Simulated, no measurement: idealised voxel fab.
Name of the process module below: voxel fin reveal
Section cut is 180 nm wide and gridded with 5 nm square cells.
Bands, listed from the top down, are how a cross-section gets written in this document; the cross-section itself is a grid of square cells, and a band is one or more rows of them.
This entry defines a band. It first specifies the height of the band's top and the height of its bottom in nm, and then specifies the band's materials from left to right, stating each material with its width in nm. The word "everywhere" identifies a single material that fills the band from edge to edge, while the word "air" identifies empty space.
Basically, 0 is our baseline, since under it the wafer straight out of the box is all one material. The bottom band has no lower end and keeps on going down, so it looks like "0 -> down".
Quick explanation for "30 to 40": the width changes in equal steps down the rows of cells, from the first number in the band's top row to the second number in its bottom row.
Where a step carries "nothing was modified", the cross-section came out of it unchanged, cell for cell.
Entry "Enclosed internal cavities". Content: empty spaces with no open connection to the top, size 8 cells or greater. Each: width x height at distance. Distance: from left edge. Unit: nm.
Where a step's line continues beyond its settings, the continuation is a remark by the simulator itself on that step.
overlay nm: mask offset rightward from planned place, masked step; negative means leftward offset.
# List of planned process steps
- 1: RECEIVE,material Si
- 2: CONFORMAL_DEP,material SiN,thk nm 10
- 3: MASKED_ETCH,tone cover,mask id FINS,width nm 15,pitch nm 40,etch materials SiN,depth nm 10,overlay nm -15
- 4: MASKED_ETCH,tone cover,mask id FINS,width nm 15,pitch nm 40,etch materials Si,depth nm 35,overlay nm 0
- 5: OXIDIZE,depth nm 5
- 6: FILL_DEP,material SiO2,thk nm 5
- 7: CMP,height nm 10
- 8: SELECTIVE_ETCH,etch materials SiO2,depth nm 25
- 9: STRIP,etch materials SiN
- 10: CONFORMAL_DEP,material HfO2,thk nm 5
For clarity, it should be stated that the wafers under discussion commence in an identical condition and differ with respect to the overlay nm of step 3, the plan indicating the value that the first wafer had.
# Cross-section: the first of several wafers in its as-received state, i.e. following step 1
  0 -> down  Si everywhere
  Enclosed internal cavities: none
# The following table contains a row per wafer, in which are reported, at the conclusion of the module, the cells of each material gained (+) or lost (-) since the wafer's receipt, with its closed voids given thereafter
overlay nm -15, +48 HfO2, -230 Si, +140 SiO2, Enclosed internal cavities: none
overlay nm -10, +48 HfO2, -244 Si, +150 SiO2, Enclosed internal cavities: none
overlay nm -5, +48 HfO2, -258 Si, +160 SiO2, Enclosed internal cavities: none
overlay nm 0, +48 HfO2, -272 Si, +170 SiO2, Enclosed internal cavities: none
overlay nm 5, +48 HfO2, -258 Si, +160 SiO2, Enclosed internal cavities: none
overlay nm 10, +48 HfO2, -244 Si, +150 SiO2, Enclosed internal cavities: none
overlay nm 15, +48 HfO2, -230 Si, +140 SiO2, Enclosed internal cavities: none
